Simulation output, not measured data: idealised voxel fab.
process module | voxel self aligned vias
cross-section cut | 185 nm wide | cells 5 nm
A cross-section is a grid of square cells, given in bands from the top down. A band is one or more rows of cells.
Each band's line starts with the height of the band's top and of its bottom, in nm. Then come its materials from left to right, each with its width in nm. One material with "throughout" fills the band from edge to edge. "air" is empty space.
Height 0 is the level under which the wafer as received is all one material. The lowest band goes on downwards, as in "0 down".
A width such as "30 to 40" changes by the same amount from each row of cells to the next, from the band's top row to its bottom row.
"no change" after a step means that no cell of the cross-section changed.
closed voids: empty space of 8 cells or more with no open way to the top, each as width x height at its distance from the left edge, in nm
after a step's settings: what the simulator itself notes on the step
overlay nm, on a step with a mask: how far to the right of its planned place the mask lay; to the left if negative
Each pair below shows a cross-section before one step and the cross-section after it, down to the lowest band that changed. The line under each pair gives the step between them, with its settings. The pairs can come from different runs of this module on the same starting wafer, so a pair continues from the pair above only where its "before" says so.
before
  0 down: Si throughout
  closed voids: none
after
  10 to 0: SiO2 throughout
  below 0: unchanged
  closed voids: none
the step between: op CONFORMAL_DEP | material SiO2 | thk nm 10
before: the cross-section after the pair above
after
  15 to 10: SiCN throughout
  below 10: unchanged
  closed voids: none
the step between: op CONFORMAL_DEP | material SiCN | thk nm 5
before: the cross-section after the pair above
after
  40 to 15: SiO2 throughout
  below 15: unchanged
  closed voids: none
the step between: op DIRECTIONAL_DEP | material SiO2 | thk nm 25
before: the cross-section after the pair above
after
  40 to 15: SiO2 45 | air 25 | SiO2 45 | air 25 | SiO2 45
  below 15: unchanged
  closed voids: none
the step between: op MASKED_ETCH | tone open | mask id LINES | width nm 25 | pitch nm 70 | etch materials SiO2 | depth nm 25 | overlay nm 0
before: the cross-section after the pair above
after
  45 to 40: TiN 50 | air 15 | TiN 55 | air 15 | TiN 50
  40 to 20: SiO2 45 | TiN 5 | air 15 | TiN 5 | SiO2 45 | TiN 5 | air 15 | TiN 5 | SiO2 45
  20 to 15: SiO2 45 | TiN 25 | SiO2 45 | TiN 25 | SiO2 45
  below 15: unchanged
  closed voids: none
the step between: op CONFORMAL_DEP | material TiN | thk nm 5
before: the cross-section after the pair above
after
  55 to 45: Ru throughout
  45 to 40: TiN 50 | Ru 15 | TiN 55 | Ru 15 | TiN 50
  40 to 20: SiO2 45 | TiN 5 | Ru 15 | TiN 5 | SiO2 45 | TiN 5 | Ru 15 | TiN 5 | SiO2 45
  below 20: unchanged
  closed voids: none
the step between: op FILL_DEP | material Ru | thk nm 10
before: the cross-section after the pair above
after
  40 to 20: SiO2 45 | TiN 5 | Ru 15 | TiN 5 | SiO2 45 | TiN 5 | Ru 15 | TiN 5 | SiO2 45
  below 20: unchanged
  closed voids: none
the step between: op CMP | height nm 40
before: the cross-section after the pair above
after
  40 to 35: SiO2 45 | air 25 | SiO2 45 | air 25 | SiO2 45
  below 35: unchanged
  closed voids: none
the step between: op SELECTIVE_ETCH | etch materials W Ru TiN | depth nm 5
before: the cross-section after the pair above
after
  50 to 40: SiN throughout
  40 to 35: SiO2 45 | SiN 25 | SiO2 45 | SiN 25 | SiO2 45
  below 35: unchanged
  closed voids: none
the step between: op FILL_DEP | material SiN | thk nm 10
before: the cross-section after the pair above
after
  40 to 35: SiO2 45 | SiN 25 | SiO2 45 | SiN 25 | SiO2 45
  below 35: unchanged
  closed voids: none
the step between: op CMP | height nm 40
before: the cross-section after the pair above
after
  60 to 40: SiO2 throughout
  below 40: unchanged
  closed voids: none
the step between: op DIRECTIONAL_DEP | material SiO2 | thk nm 20
before: the cross-section after the pair above
after
  70 to 60: aC throughout
  below 60: unchanged
  closed voids: none
the step between: op DIRECTIONAL_DEP | material aC | thk nm 10
before: the cross-section after the pair above
after
  100 to 70: resist 35 | air 45 | resist 105
  below 70: unchanged
  closed voids: none
the step between: op PATTERN | tone open | mask id VIAS | material resist | width nm 45 | thk nm 30 | overlay nm 0
before: the cross-section after the pair above
after
  90 to 70: resist 35 | air 45 | resist 105
  70 to 60: aC 35 | air 45 | aC 105
  below 60: unchanged
  closed voids: none
the step between: op DIRECTIONAL_ETCH | etch materials aC | depth nm 10
before: the cross-section after the pair above
after
  70 to 60: aC 35 | air 45 | aC 105
  below 60: unchanged
  closed voids: none
the step between: op STRIP | etch materials resist
before: the cross-section after the pair above
after
  70 to 60: aC 35 | air 45 | aC 105
  60 to 40: SiO2 35 | air 45 | SiO2 105
  below 40: unchanged
  closed voids: none
the step between: op DIRECTIONAL_ETCH | etch materials SiO2 | depth nm 20
before: the cross-section after the pair above
after
  70 to 60: aC 35 | air 45 | aC 105
  60 to 40: SiO2 35 | air 45 | SiO2 105
  40 to 35: SiO2 45 | air 25 | SiO2 45 | SiN 25 | SiO2 45
  below 35: unchanged
  closed voids: none
the step between: op DIRECTIONAL_ETCH | etch materials SiN | depth nm 5
before: the cross-section after the pair above
after
  60 to 40: SiO2 35 | air 45 | SiO2 105
  below 40: unchanged
  closed voids: none
the step between: op STRIP | etch materials aC
before: the cross-section after the pair above
after
  65 to 60: TiN 40 | air 35 | TiN 110
  60 to 45: SiO2 35 | TiN 5 | air 35 | TiN 5 | SiO2 105
  45 to 40: SiO2 35 | TiN 15 | air 15 | TiN 15 | SiO2 105
  40 to 35: SiO2 45 | TiN 25 | SiO2 45 | SiN 25 | SiO2 45
  below 35: unchanged
  closed voids: none
the step between: op CONFORMAL_DEP | material TiN | thk nm 5
before: the cross-section after the pair above
after
  75 to 65: Ru throughout
  65 to 60: TiN 40 | Ru 35 | TiN 110
  60 to 45: SiO2 35 | TiN 5 | Ru 35 | TiN 5 | SiO2 105
  45 to 40: SiO2 35 | TiN 15 | Ru 15 | TiN 15 | SiO2 105
  below 40: unchanged
  closed voids: none
the step between: op FILL_DEP | material Ru | thk nm 10
before: the cross-section after the pair above
after
  60 to 45: SiO2 35 | TiN 5 | Ru 35 | TiN 5 | SiO2 105
  below 45: unchanged
  closed voids: none
the step between: op CMP | height nm 60
before: the cross-section after the pair above
after
  65 to 60: SiCN throughout
  below 60: unchanged
  closed voids: none
the step between: op CONFORMAL_DEP | material SiCN | thk nm 5
before
  0 down: Si throughout
  closed voids: none
after
  5 to 0: SiCN throughout
  below 0: unchanged
  closed voids: none
the step between: op CONFORMAL_DEP | material SiCN | thk nm 5
before: the cross-section after the pair above
after
  30 to 5: SiO2 throughout
  below 5: unchanged
  closed voids: none
the step between: op DIRECTIONAL_DEP | material SiO2 | thk nm 25
before: the cross-section after the pair above
after
  30 to 5: SiO2 45 | air 25 | SiO2 45 | air 25 | SiO2 45
  below 5: unchanged
  closed voids: none
the step between: op MASKED_ETCH | tone open | mask id LINES | width nm 25 | pitch nm 70 | etch materials SiO2 | depth nm 25 | overlay nm 0
before: the cross-section after the pair above
after
  35 to 30: TiN 50 | air 15 | TiN 55 | air 15 | TiN 50
  30 to 10: SiO2 45 | TiN 5 | air 15 | TiN 5 | SiO2 45 | TiN 5 | air 15 | TiN 5 | SiO2 45
  10 to 5: SiO2 45 | TiN 25 | SiO2 45 | TiN 25 | SiO2 45
  below 5: unchanged
  closed voids: none
the step between: op CONFORMAL_DEP | material TiN | thk nm 5
before: the cross-section after the pair above
after
  45 to 35: Ru throughout
  35 to 30: TiN 50 | Ru 15 | TiN 55 | Ru 15 | TiN 50
  30 to 10: SiO2 45 | TiN 5 | Ru 15 | TiN 5 | SiO2 45 | TiN 5 | Ru 15 | TiN 5 | SiO2 45
  below 10: unchanged
  closed voids: none
the step between: op FILL_DEP | material Ru | thk nm 10
before: the cross-section after the pair above
after
  40 to 35: Ru throughout
  below 35: unchanged
  closed voids: none
the step between: op CMP | height nm 40
before: the cross-section after the pair above
after
  35 to 30: TiN 50 | Ru 15 | TiN 55 | Ru 15 | TiN 50
  below 30: unchanged
  closed voids: none
the step between: op SELECTIVE_ETCH | etch materials W Ru TiN | depth nm 5
before: the cross-section after the pair above
after
  45 to 35: SiN throughout
  below 35: unchanged
  closed voids: none
the step between: op FILL_DEP | material SiN | thk nm 10
before: the cross-section after the pair above
after
  40 to 35: SiN throughout
  below 35: unchanged
  closed voids: none
the step between: op CMP | height nm 40
before: the cross-section after the pair above
after
  60 to 40: SiO2 throughout
  below 40: unchanged
  closed voids: none
the step between: op DIRECTIONAL_DEP | material SiO2 | thk nm 20
before: the cross-section after the pair above
after
  70 to 60: aC throughout
  below 60: unchanged
  closed voids: none
the step between: op DIRECTIONAL_DEP | material aC | thk nm 10
before: the cross-section after the pair above
after
  100 to 70: resist 35 | air 45 | resist 105
  below 70: unchanged
  closed voids: none
the step between: op PATTERN | tone open | mask id VIAS | material resist | width nm 45 | thk nm 30 | overlay nm 0
before: the cross-section after the pair above
after
  90 to 70: resist 35 | air 45 | resist 105
  70 to 60: aC 35 | air 45 | aC 105
  below 60: unchanged
  closed voids: none
the step between: op DIRECTIONAL_ETCH | etch materials aC | depth nm 10
before: the cross-section after the pair above
after
  70 to 60: aC 35 | air 45 | aC 105
  below 60: unchanged
  closed voids: none
the step between: op STRIP | etch materials resist
before: the cross-section after the pair above
after
  70 to 60: aC 35 | air 45 | aC 105
  60 to 40: SiO2 35 | air 45 | SiO2 105
  below 40: unchanged
  closed voids: none
the step between: op DIRECTIONAL_ETCH | etch materials SiO2 | depth nm 20
before: the cross-section after the pair above
after
  70 to 60: aC 35 | air 45 | aC 105
  60 to 40: SiO2 35 | air 45 | SiO2 105
  40 to 35: SiN 35 | air 45 | SiN 105
  below 35: unchanged
  closed voids: none
the step between: op DIRECTIONAL_ETCH | etch materials SiN | depth nm 5
before: the cross-section after the pair above
after
  60 to 40: SiO2 35 | air 45 | SiO2 105
  below 40: unchanged
  closed voids: none
the step between: op STRIP | etch materials aC
before: the cross-section after the pair above
after
  65 to 60: TiN 40 | air 35 | TiN 110
  60 to 40: SiO2 35 | TiN 5 | air 35 | TiN 5 | SiO2 105
  40 to 35: SiN 35 | TiN 45 | SiN 105
  below 35: unchanged
  closed voids: none
the step between: op CONFORMAL_DEP | material TiN | thk nm 5
before: the cross-section after the pair above
after
  75 to 65: Ru throughout
  65 to 60: TiN 40 | Ru 35 | TiN 110
  60 to 40: SiO2 35 | TiN 5 | Ru 35 | TiN 5 | SiO2 105
  below 40: unchanged
  closed voids: none
the step between: op FILL_DEP | material Ru | thk nm 10
before: the cross-section after the pair above
after
  60 to 40: SiO2 35 | TiN 5 | Ru 35 | TiN 5 | SiO2 105
  below 40: unchanged
  closed voids: none
the step between: op CMP | height nm 60
before: the cross-section after the pair above
after
  65 to 60: SiCN throughout
  below 60: unchanged
  closed voids: none
the step between: op CONFORMAL_DEP | material SiCN | thk nm 5
before
  70 to 60: aC 35 | air 45 | aC 105
  60 to 40: SiO2 35 | air 45 | SiO2 105
  40 to 35: SiO2 45 | SiN 25 | SiO2 45 | SiN 25 | SiO2 45
  35 to 20: SiO2 45 | TiN 5 | Ru 15 | TiN 5 | SiO2 45 | TiN 5 | Ru 15 | TiN 5 | SiO2 45
  20 to 15: SiO2 45 | TiN 25 | SiO2 45 | TiN 25 | SiO2 45
  15 to 10: SiCN throughout
  10 to 0: SiO2 throughout
  0 down: Si throughout
  closed voids: none
after
  70 to 60: aC 35 | air 45 | aC 105
  60 to 40: SiO2 35 | air 45 | SiO2 105
  40 to 35: SiO2 35 | air 10 | SiN 25 | air 10 | SiO2 35 | SiN 25 | SiO2 45
  35 to 20: SiO2 35 | air 10 | TiN 5 | Ru 15 | TiN 5 | air 10 | SiO2 35 | TiN 5 | Ru 15 | TiN 5 | SiO2 45
  below 20: unchanged
  closed voids: none
the step between: op DIRECTIONAL_ETCH | etch materials SiO2 | depth nm 20
before: the cross-section after the pair above
after
  70 to 60: aC 35 | air 45 | aC 105
  60 to 40: SiO2 35 | air 45 | SiO2 105
  40 to 35: SiO2 35 | air 45 | SiO2 35 | SiN 25 | SiO2 45
  below 35: unchanged
  closed voids: none
the step between: op DIRECTIONAL_ETCH | etch materials SiN | depth nm 5
before: the cross-section after the pair above
after
  60 to 40: SiO2 35 | air 45 | SiO2 105
  below 40: unchanged
  closed voids: none
the step between: op STRIP | etch materials aC
before: the cross-section after the pair above
after
  65 to 60: TiN 40 | air 35 | TiN 110
  60 to 40: SiO2 35 | TiN 5 | air 35 | TiN 5 | SiO2 105
  40 to 35: SiO2 35 | TiN 45 | SiO2 35 | SiN 25 | SiO2 45
  35 to 20: SiO2 35 | TiN 15 | Ru 15 | TiN 15 | SiO2 35 | TiN 5 | Ru 15 | TiN 5 | SiO2 45
  below 20: unchanged
  closed voids: none
the step between: op CONFORMAL_DEP | material TiN | thk nm 5
before: the cross-section after the pair above
after
  75 to 65: Ru throughout
  65 to 60: TiN 40 | Ru 35 | TiN 110
  60 to 40: SiO2 35 | TiN 5 | Ru 35 | TiN 5 | SiO2 105
  below 40: unchanged
  closed voids: none
the step between: op FILL_DEP | material Ru | thk nm 10
before: the cross-section after the pair above
after
  60 to 40: SiO2 35 | TiN 5 | Ru 35 | TiN 5 | SiO2 105
  below 40: unchanged
  closed voids: none
the step between: op CMP | height nm 60
before: the cross-section after the pair above
after
  65 to 60: SiCN throughout
  below 60: unchanged
  closed voids: none
the step between: op CONFORMAL_DEP | material SiCN | thk nm 5
before
  5 to 0: SiCN throughout
  0 down: Si throughout
  closed voids: none
after
  15 to 5: SiO2 throughout
  below 5: unchanged
  closed voids: none
the step between: op CONFORMAL_DEP | material SiO2 | thk nm 10
before: the cross-section after the pair above
after
  40 to 5: SiO2 throughout
  below 5: unchanged
  closed voids: none
the step between: op DIRECTIONAL_DEP | material SiO2 | thk nm 25
before: the cross-section after the pair above
after
  40 to 15: SiO2 45 | air 25 | SiO2 45 | air 25 | SiO2 45
  below 15: unchanged
  closed voids: none
the step between: op MASKED_ETCH | tone open | mask id LINES | width nm 25 | pitch nm 70 | etch materials SiO2 | depth nm 25 | overlay nm 0
before: the cross-section after the pair above
after
  45 to 40: TiN 50 | air 15 | TiN 55 | air 15 | TiN 50
  40 to 20: SiO2 45 | TiN 5 | air 15 | TiN 5 | SiO2 45 | TiN 5 | air 15 | TiN 5 | SiO2 45
  20 to 15: SiO2 45 | TiN 25 | SiO2 45 | TiN 25 | SiO2 45
  below 15: unchanged
  closed voids: none
the step between: op CONFORMAL_DEP | material TiN | thk nm 5
before: the cross-section after the pair above
after
  55 to 45: Ru throughout
  45 to 40: TiN 50 | Ru 15 | TiN 55 | Ru 15 | TiN 50
  40 to 20: SiO2 45 | TiN 5 | Ru 15 | TiN 5 | SiO2 45 | TiN 5 | Ru 15 | TiN 5 | SiO2 45
  below 20: unchanged
  closed voids: none
the step between: op FILL_DEP | material Ru | thk nm 10
before: the cross-section after the pair above
after
  40 to 20: SiO2 45 | TiN 5 | Ru 15 | TiN 5 | SiO2 45 | TiN 5 | Ru 15 | TiN 5 | SiO2 45
  below 20: unchanged
  closed voids: none
the step between: op CMP | height nm 40
before: the cross-section after the pair above
after
  40 to 35: SiO2 45 | air 25 | SiO2 45 | air 25 | SiO2 45
  below 35: unchanged
  closed voids: none
the step between: op SELECTIVE_ETCH | etch materials W Ru TiN | depth nm 5
before: the cross-section after the pair above
after
  50 to 40: SiN throughout
  40 to 35: SiO2 45 | SiN 25 | SiO2 45 | SiN 25 | SiO2 45
  below 35: unchanged
  closed voids: none
the step between: op FILL_DEP | material SiN | thk nm 10
before: the cross-section after the pair above
after
  40 to 35: SiO2 45 | SiN 25 | SiO2 45 | SiN 25 | SiO2 45
  below 35: unchanged
  closed voids: none
the step between: op CMP | height nm 40
before: the cross-section after the pair above
after
  60 to 40: SiO2 throughout
  below 40: unchanged
  closed voids: none
the step between: op DIRECTIONAL_DEP | material SiO2 | thk nm 20
before: the cross-section after the pair above
after
  70 to 60: aC throughout
  below 60: unchanged
  closed voids: none
the step between: op DIRECTIONAL_DEP | material aC | thk nm 10
before: the cross-section after the pair above
after
  100 to 70: resist 35 | air 45 | resist 105
  below 70: unchanged
  closed voids: none
the step between: op PATTERN | tone open | mask id VIAS | material resist | width nm 45 | thk nm 30 | overlay nm 0
before: the cross-section after the pair above
after
  90 to 70: resist 35 | air 45 | resist 105
  70 to 60: aC 35 | air 45 | aC 105
  below 60: unchanged
  closed voids: none
the step between: op DIRECTIONAL_ETCH | etch materials aC | depth nm 10
before: the cross-section after the pair above
after
  70 to 60: aC 35 | air 45 | aC 105
  below 60: unchanged
  closed voids: none
the step between: op STRIP | etch materials resist
before: the cross-section after the pair above
after
  70 to 60: aC 35 | air 45 | aC 105
  60 to 40: SiO2 35 | air 45 | SiO2 105
  below 40: unchanged
  closed voids: none
the step between: op DIRECTIONAL_ETCH | etch materials SiO2 | depth nm 20
before: the cross-section after the pair above
after
  70 to 60: aC 35 | air 45 | aC 105
  60 to 40: SiO2 35 | air 45 | SiO2 105
  40 to 35: SiO2 45 | air 25 | SiO2 45 | SiN 25 | SiO2 45
  below 35: unchanged
  closed voids: none
the step between: op DIRECTIONAL_ETCH | etch materials SiN | depth nm 5
before: the cross-section after the pair above
after
  60 to 40: SiO2 35 | air 45 | SiO2 105
  below 40: unchanged
  closed voids: none
the step between: op STRIP | etch materials aC
before: the cross-section after the pair above
after
  65 to 60: TiN 40 | air 35 | TiN 110
  60 to 45: SiO2 35 | TiN 5 | air 35 | TiN 5 | SiO2 105
  45 to 40: SiO2 35 | TiN 15 | air 15 | TiN 15 | SiO2 105
  40 to 35: SiO2 45 | TiN 25 | SiO2 45 | SiN 25 | SiO2 45
  below 35: unchanged
  closed voids: none
the step between: op CONFORMAL_DEP | material TiN | thk nm 5
before: the cross-section after the pair above
after
  75 to 65: Ru throughout
  65 to 60: TiN 40 | Ru 35 | TiN 110
  60 to 45: SiO2 35 | TiN 5 | Ru 35 | TiN 5 | SiO2 105
  45 to 40: SiO2 35 | TiN 15 | Ru 15 | TiN 15 | SiO2 105
  below 40: unchanged
  closed voids: none
the step between: op FILL_DEP | material Ru | thk nm 10
before: the cross-section after the pair above
after
  60 to 45: SiO2 35 | TiN 5 | Ru 35 | TiN 5 | SiO2 105
  below 45: unchanged
  closed voids: none
the step between: op CMP | height nm 60
before: the cross-section after the pair above
after
  65 to 60: SiCN throughout
  below 60: unchanged
  closed voids: none
the step between: op CONFORMAL_DEP | material SiCN | thk nm 5
before
  70 to 60: aC 35 | air 45 | aC 105
  60 to 40: SiO2 throughout
  40 to 35: SiO2 45 | SiN 25 | SiO2 45 | SiN 25 | SiO2 45
  35 to 20: SiO2 45 | TiN 5 | Ru 15 | TiN 5 | SiO2 45 | TiN 5 | Ru 15 | TiN 5 | SiO2 45
  20 to 15: SiO2 45 | TiN 25 | SiO2 45 | TiN 25 | SiO2 45
  15 to 10: SiCN throughout
  10 to 0: SiO2 throughout
  0 down: Si throughout
  closed voids: none
after
  70 to 60: aC 35 | air 45 | aC 105
  60 to 40: SiO2 35 | air 45 | SiO2 105
  40 to 35: SiO2 35 | air 10 | SiN 25 | air 10 | SiO2 35 | SiN 25 | SiO2 45
  below 35: unchanged
  closed voids: none
the step between: op DIRECTIONAL_ETCH | etch materials SiO2 | depth nm 25
before: the cross-section after the pair above
after
  70 to 60: aC 35 | air 45 | aC 105
  60 to 40: SiO2 35 | air 45 | SiO2 105
  40 to 35: SiO2 35 | air 45 | SiO2 35 | SiN 25 | SiO2 45
  below 35: unchanged
  closed voids: none
the step between: op DIRECTIONAL_ETCH | etch materials SiN | depth nm 5
before: the cross-section after the pair above
after
  60 to 40: SiO2 35 | air 45 | SiO2 105
  below 40: unchanged
  closed voids: none
the step between: op STRIP | etch materials aC
before: the cross-section after the pair above
after
  65 to 60: TiN 40 | air 35 | TiN 110
  60 to 40: SiO2 35 | TiN 5 | air 35 | TiN 5 | SiO2 105
  40 to 35: SiO2 35 | TiN 45 | SiO2 35 | SiN 25 | SiO2 45
  below 35: unchanged
  closed voids: none
the step between: op CONFORMAL_DEP | material TiN | thk nm 5
before: the cross-section after the pair above
after
  75 to 65: Ru throughout
  65 to 60: TiN 40 | Ru 35 | TiN 110
  60 to 40: SiO2 35 | TiN 5 | Ru 35 | TiN 5 | SiO2 105
  below 40: unchanged
  closed voids: none
the step between: op FILL_DEP | material Ru | thk nm 10
before: the cross-section after the pair above
after
  60 to 40: SiO2 35 | TiN 5 | Ru 35 | TiN 5 | SiO2 105
  below 40: unchanged
  closed voids: none
the step between: op CMP | height nm 60
before: the cross-section after the pair above
after
  65 to 60: SiCN throughout
  below 60: unchanged
  closed voids: none
the step between: op CONFORMAL_DEP | material SiCN | thk nm 5
before
  70 to 60: aC throughout
  60 to 40: SiO2 throughout
  40 to 35: SiO2 45 | SiN 25 | SiO2 45 | SiN 25 | SiO2 45
  35 to 20: SiO2 45 | TiN 5 | Ru 15 | TiN 5 | SiO2 45 | TiN 5 | Ru 15 | TiN 5 | SiO2 45
  20 to 15: SiO2 45 | TiN 25 | SiO2 45 | TiN 25 | SiO2 45
  15 to 10: SiCN throughout
  10 to 0: SiO2 throughout
  0 down: Si throughout
  closed voids: none
after
  100 to 70: resist 30 | air 55 | resist 100
  below 70: unchanged
  closed voids: none
the step between: op PATTERN | tone open | mask id VIAS | material resist | width nm 55 | thk nm 30 | overlay nm 0
before: the cross-section after the pair above
after
  90 to 70: resist 30 | air 55 | resist 100
  70 to 60: aC 30 | air 55 | aC 100
  below 60: unchanged
  closed voids: none
the step between: op DIRECTIONAL_ETCH | etch materials aC | depth nm 10
before: the cross-section after the pair above
after
  70 to 60: aC 30 | air 55 | aC 100
  below 60: unchanged
  closed voids: none
the step between: op STRIP | etch materials resist
before: the cross-section after the pair above
after
  70 to 60: aC 30 | air 55 | aC 100
  60 to 40: SiO2 30 | air 55 | SiO2 100
  below 40: unchanged
  closed voids: none
the step between: op DIRECTIONAL_ETCH | etch materials SiO2 | depth nm 20
before: the cross-section after the pair above
after
  70 to 60: aC 30 | air 55 | aC 100
  60 to 40: SiO2 30 | air 55 | SiO2 100
  40 to 35: SiO2 45 | air 25 | SiO2 45 | SiN 25 | SiO2 45
  below 35: unchanged
  closed voids: none
the step between: op DIRECTIONAL_ETCH | etch materials SiN | depth nm 5
before: the cross-section after the pair above
after
  60 to 40: SiO2 30 | air 55 | SiO2 100
  below 40: unchanged
  closed voids: none
the step between: op STRIP | etch materials aC
before: the cross-section after the pair above
after
  65 to 60: TiN 35 | air 45 | TiN 105
  60 to 45: SiO2 30 | TiN 5 | air 45 | TiN 5 | SiO2 100
  45 to 40: SiO2 30 | TiN 20 | air 15 | TiN 20 | SiO2 100
  40 to 35: SiO2 45 | TiN 25 | SiO2 45 | SiN 25 | SiO2 45
  below 35: unchanged
  closed voids: none
the step between: op CONFORMAL_DEP | material TiN | thk nm 5
before: the cross-section after the pair above
after
  75 to 65: Ru throughout
  65 to 60: TiN 35 | Ru 45 | TiN 105
  60 to 45: SiO2 30 | TiN 5 | Ru 45 | TiN 5 | SiO2 100
  45 to 40: SiO2 30 | TiN 20 | Ru 15 | TiN 20 | SiO2 100
  below 40: unchanged
  closed voids: none
the step between: op FILL_DEP | material Ru | thk nm 10
before: the cross-section after the pair above
after
  60 to 45: SiO2 30 | TiN 5 | Ru 45 | TiN 5 | SiO2 100
  below 45: unchanged
  closed voids: none
the step between: op CMP | height nm 60
before: the cross-section after the pair above
after
  65 to 60: SiCN throughout
  below 60: unchanged
  closed voids: none
the step between: op CONFORMAL_DEP | material SiCN | thk nm 5
before
  70 to 60: aC throughout
  60 to 40: SiO2 throughout
  40 to 35: SiO2 45 | SiN 25 | SiO2 45 | SiN 25 | SiO2 45
  35 to 20: SiO2 45 | TiN 5 | Ru 15 | TiN 5 | SiO2 45 | TiN 5 | Ru 15 | TiN 5 | SiO2 45
  20 to 15: SiO2 45 | TiN 25 | SiO2 45 | TiN 25 | SiO2 45
  15 to 10: SiCN throughout
  10 to 0: SiO2 throughout
  0 down: Si throughout
  closed voids: none
after
  100 to 70: resist 45 | air 45 | resist 95
  below 70: unchanged
  closed voids: none
the step between: op PATTERN | tone open | mask id VIAS | material resist | width nm 45 | thk nm 30 | overlay nm 10
before: the cross-section after the pair above
after
  90 to 70: resist 45 | air 45 | resist 95
  70 to 60: aC 45 | air 45 | aC 95
  below 60: unchanged
  closed voids: none
the step between: op DIRECTIONAL_ETCH | etch materials aC | depth nm 10
before: the cross-section after the pair above
after
  70 to 60: aC 45 | air 45 | aC 95
  below 60: unchanged
  closed voids: none
the step between: op STRIP | etch materials resist
before: the cross-section after the pair above
after
  70 to 60: aC 45 | air 45 | aC 95
  60 to 40: SiO2 45 | air 45 | SiO2 95
  below 40: unchanged
  closed voids: none
the step between: op DIRECTIONAL_ETCH | etch materials SiO2 | depth nm 20
before: the cross-section after the pair above
after
  70 to 60: aC 45 | air 45 | aC 95
  60 to 40: SiO2 45 | air 45 | SiO2 95
  40 to 35: SiO2 45 | air 25 | SiO2 45 | SiN 25 | SiO2 45
  below 35: unchanged
  closed voids: none
the step between: op DIRECTIONAL_ETCH | etch materials SiN | depth nm 5
before: the cross-section after the pair above
after
  60 to 40: SiO2 45 | air 45 | SiO2 95
  below 40: unchanged
  closed voids: none
the step between: op STRIP | etch materials aC
before: the cross-section after the pair above
after
  65 to 60: TiN 50 | air 35 | TiN 100
  60 to 45: SiO2 45 | TiN 5 | air 35 | TiN 5 | SiO2 95
  45 to 40: SiO2 45 | TiN 5 | air 15 | TiN 25 | SiO2 95
  40 to 35: SiO2 45 | TiN 25 | SiO2 45 | SiN 25 | SiO2 45
  below 35: unchanged
  closed voids: none
the step between: op CONFORMAL_DEP | material TiN | thk nm 5
before: the cross-section after the pair above
after
  75 to 65: Ru throughout
  65 to 60: TiN 50 | Ru 35 | TiN 100
  60 to 45: SiO2 45 | TiN 5 | Ru 35 | TiN 5 | SiO2 95
  45 to 40: SiO2 45 | TiN 5 | Ru 15 | TiN 25 | SiO2 95
  below 40: unchanged
  closed voids: none
the step between: op FILL_DEP | material Ru | thk nm 10
before: the cross-section after the pair above
after
  60 to 45: SiO2 45 | TiN 5 | Ru 35 | TiN 5 | SiO2 95
  below 45: unchanged
  closed voids: none
the step between: op CMP | height nm 60
before: the cross-section after the pair above
after
  65 to 60: SiCN throughout
  below 60: unchanged
  closed voids: none
the step between: op CONFORMAL_DEP | material SiCN | thk nm 5
before
  10 to 0: SiO2 throughout
  0 down: Si throughout
  closed voids: none
after
  15 to 10: aC throughout
  below 10: unchanged
  closed voids: none
the step between: op CONFORMAL_DEP | material aC | thk nm 5
before: the cross-section after the pair above
after
  40 to 15: SiO2 throughout
  below 15: unchanged
  closed voids: none
the step between: op DIRECTIONAL_DEP | material SiO2 | thk nm 25
before: the cross-section after the pair above
after
  40 to 15: SiO2 45 | air 25 | SiO2 45 | air 25 | SiO2 45
  below 15: unchanged
  closed voids: none
the step between: op MASKED_ETCH | tone open | mask id LINES | width nm 25 | pitch nm 70 | etch materials SiO2 | depth nm 25 | overlay nm 0
before: the cross-section after the pair above
after
  45 to 40: TiN 50 | air 15 | TiN 55 | air 15 | TiN 50
  40 to 20: SiO2 45 | TiN 5 | air 15 | TiN 5 | SiO2 45 | TiN 5 | air 15 | TiN 5 | SiO2 45
  20 to 15: SiO2 45 | TiN 25 | SiO2 45 | TiN 25 | SiO2 45
  below 15: unchanged
  closed voids: none
the step between: op CONFORMAL_DEP | material TiN | thk nm 5
before: the cross-section after the pair above
after
  55 to 45: Ru throughout
  45 to 40: TiN 50 | Ru 15 | TiN 55 | Ru 15 | TiN 50
  40 to 20: SiO2 45 | TiN 5 | Ru 15 | TiN 5 | SiO2 45 | TiN 5 | Ru 15 | TiN 5 | SiO2 45
  below 20: unchanged
  closed voids: none
the step between: op FILL_DEP | material Ru | thk nm 10
before: the cross-section after the pair above
after
  40 to 20: SiO2 45 | TiN 5 | Ru 15 | TiN 5 | SiO2 45 | TiN 5 | Ru 15 | TiN 5 | SiO2 45
  below 20: unchanged
  closed voids: none
the step between: op CMP | height nm 40
before: the cross-section after the pair above
after
  40 to 35: SiO2 45 | air 25 | SiO2 45 | air 25 | SiO2 45
  below 35: unchanged
  closed voids: none
the step between: op SELECTIVE_ETCH | etch materials W Ru TiN | depth nm 5
before: the cross-section after the pair above
after
  50 to 40: SiN throughout
  40 to 35: SiO2 45 | SiN 25 | SiO2 45 | SiN 25 | SiO2 45
  below 35: unchanged
  closed voids: none
the step between: op FILL_DEP | material SiN | thk nm 10
before: the cross-section after the pair above
after
  40 to 35: SiO2 45 | SiN 25 | SiO2 45 | SiN 25 | SiO2 45
  below 35: unchanged
  closed voids: none
the step between: op CMP | height nm 40
before: the cross-section after the pair above
after
  60 to 40: SiO2 throughout
  below 40: unchanged
  closed voids: none
the step between: op DIRECTIONAL_DEP | material SiO2 | thk nm 20
before: the cross-section after the pair above
after
  70 to 60: aC throughout
  below 60: unchanged
  closed voids: none
the step between: op DIRECTIONAL_DEP | material aC | thk nm 10
before: the cross-section after the pair above
after
  100 to 70: resist 35 | air 45 | resist 105
  below 70: unchanged
  closed voids: none
the step between: op PATTERN | tone open | mask id VIAS | material resist | width nm 45 | thk nm 30 | overlay nm 0
before: the cross-section after the pair above
after
  90 to 70: resist 35 | air 45 | resist 105
  70 to 60: aC 35 | air 45 | aC 105
  below 60: unchanged
  closed voids: none
the step between: op DIRECTIONAL_ETCH | etch materials aC | depth nm 10
before: the cross-section after the pair above
after
  70 to 60: aC 35 | air 45 | aC 105
  below 60: unchanged
  closed voids: none
the step between: op STRIP | etch materials resist
before: the cross-section after the pair above
after
  70 to 60: aC 35 | air 45 | aC 105
  60 to 40: SiO2 35 | air 45 | SiO2 105
  below 40: unchanged
  closed voids: none
the step between: op DIRECTIONAL_ETCH | etch materials SiO2 | depth nm 20
before: the cross-section after the pair above
after
  70 to 60: aC 35 | air 45 | aC 105
  60 to 40: SiO2 35 | air 45 | SiO2 105
  40 to 35: SiO2 45 | air 25 | SiO2 45 | SiN 25 | SiO2 45
  below 35: unchanged
  closed voids: none
the step between: op DIRECTIONAL_ETCH | etch materials SiN | depth nm 5
before: the cross-section after the pair above
after
  60 to 40: SiO2 35 | air 45 | SiO2 105
  below 40: unchanged
  closed voids: none
the step between: op STRIP | etch materials aC
